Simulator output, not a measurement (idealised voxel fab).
Herein follows the process module entitled voxel self aligned vias.
The cross-section shown here is cut; it is 265 nm wide and divided into square cells measuring 5 nm on a side.
Each cross-section below is a grid of square cells, stated as bands in top-down order, with one or more rows of cells making up each band. For a band, the entry starts with two heights in nm, that of the top and then that of the bottom, and carries on with the band's materials in order from left to right, each alongside its width in nm; the word "everywhere" beside a single material means it fills the band edge to edge, and "blank" means empty space. We count height from 0. Below that, the starting wafer is all one material. The lowest band never ends at the bottom but goes on down; see "0..down" for how that is written. Note: "30..40" means the width goes from the first number (top row of the band) to the second number (bottom row) in equal steps per row of cells. Any step labelled "nothing different" changed none of the cells in the cross-section. "Encapsulated voids" specifies each empty space that is not open to the top and that occupies no fewer than 8 cells, using the form width x height at distance, the distance measured from the left edge and all three quantities in nm. The remark found on a step's line after its settings is issued by the simulator itself and pertains to that step. overlay nm: mask offset rightward from planned place, masked step; negative means leftward offset.
# The process steps that were planned are listed below
1: RECEIVE [material Si]
2: CONFORMAL_DEP [material SiO2] [thk nm 15]
3: CONFORMAL_DEP [material SiCN] [thk nm 5]
4: DIRECTIONAL_DEP [material lowk] [thk nm 25]
5: DIRECTIONAL_DEP [material aC] [thk nm 10]
6: PATTERN [tone open] [mask id LINES] [material resist] [width nm 30] [pitch nm 80] [thk nm 30] [overlay nm 0]
7: DIRECTIONAL_ETCH [etch materials aC] [depth nm 10]
8: STRIP [etch materials resist]
9: DIRECTIONAL_ETCH [etch materials lowk] [depth nm 25]
10: STRIP [etch materials aC]
11: CONFORMAL_DEP [material TiN] [thk nm 5]
12: FILL_DEP [material Ru] [thk nm 10]
13: CMP [height nm 45]
14: SELECTIVE_ETCH [etch materials W Ru TiN] [depth nm 10]
15: FILL_DEP [material SiN] [thk nm 5]
16: CMP [height nm 45]
17: DIRECTIONAL_DEP [material lowk] [thk nm 15]
18: DIRECTIONAL_DEP [material aC] [thk nm 10]
19: PATTERN [tone open] [mask id VIAS] [material resist] [width nm 50] [pitch nm 160] [thk nm 30] [overlay nm 0]
20: DIRECTIONAL_ETCH [etch materials aC] [depth nm 10]
21: STRIP [etch materials resist]
22: DIRECTIONAL_ETCH [etch materials lowk] [depth nm 15]
23: DIRECTIONAL_ETCH [etch materials SiN] [depth nm 10]
24: STRIP [etch materials aC]
25: CONFORMAL_DEP [material TiN] [thk nm 5]
26: FILL_DEP [material Cu] [thk nm 10]
27: CMP [height nm 60]
28: CONFORMAL_DEP [material SiCN] [thk nm 5]
# Cross-section of the wafer as it came to us, i.e., already through step 1
- 0..down: Si everywhere
- Encapsulated voids: none
# first wafer at the end, as planned
- 65..60: SiCN everywhere
- 60..50: 25 lowk  5 TiN  40 Cu  5 TiN  110 lowk  5 TiN  40 Cu  5 TiN  30 lowk
- 50..45: 25 lowk  15 TiN  20 Cu  15 TiN  110 lowk  15 TiN  20 Cu  15 TiN  30 lowk
- 45..40: 35 lowk  5 TiN  20 Cu  5 TiN  50 lowk  30 SiN  50 lowk  5 TiN  20 Cu  5 TiN  40 lowk
- 40..35: 35 lowk  30 TiN  50 lowk  30 SiN  50 lowk  30 TiN  40 lowk
- 35..25: 35 lowk  5 TiN  20 Ru  5 TiN  50 lowk  5 TiN  20 Ru  5 TiN  50 lowk  5 TiN  20 Ru  5 TiN  40 lowk
- 25..20: 35 lowk  30 TiN  50 lowk  30 TiN  50 lowk  30 TiN  40 lowk
- 20..15: SiCN everywhere
- 15..0: SiO2 everywhere
- 0..down: Si everywhere
- Encapsulated voids: none
# End of module, second wafer, cross-section. Started like the first, planned like the first, run with one mistake
- 65..60: SiCN everywhere
- 60..50: 25 lowk  5 TiN  40 Cu  5 TiN  110 lowk  5 TiN  40 Cu  5 TiN  30 lowk
- 50..45: 25 lowk  15 TiN  20 Cu  15 TiN  110 lowk  15 TiN  20 Cu  15 TiN  30 lowk
- 45..40: 35 lowk  5 TiN  20 Cu  5 TiN  50 lowk  30 SiN  50 lowk  5 TiN  20 Cu  5 TiN  40 lowk
- 40..35: 35 lowk  30 TiN  50 lowk  30 SiN  50 lowk  30 TiN  40 lowk
- 35..25: 35 lowk  5 TiN  20 Ru  5 TiN  50 lowk  5 TiN  20 Ru  5 TiN  50 lowk  5 TiN  20 Ru  5 TiN  40 lowk
- 25..20: 35 lowk  30 TiN  50 lowk  30 TiN  50 lowk  30 TiN  40 lowk
- 20..5: SiO2 everywhere
- 5..0: SiCN everywhere
- 0..down: Si everywhere
- Encapsulated voids: none
Where did the run depart from the plan? the intended sequence of steps 2 and 3 was reversed during processing, with each occupying the position of the other
Upon completion, the cell count for each material on the second wafer equals that on the first, whereas the spatial distribution of those cells differs.
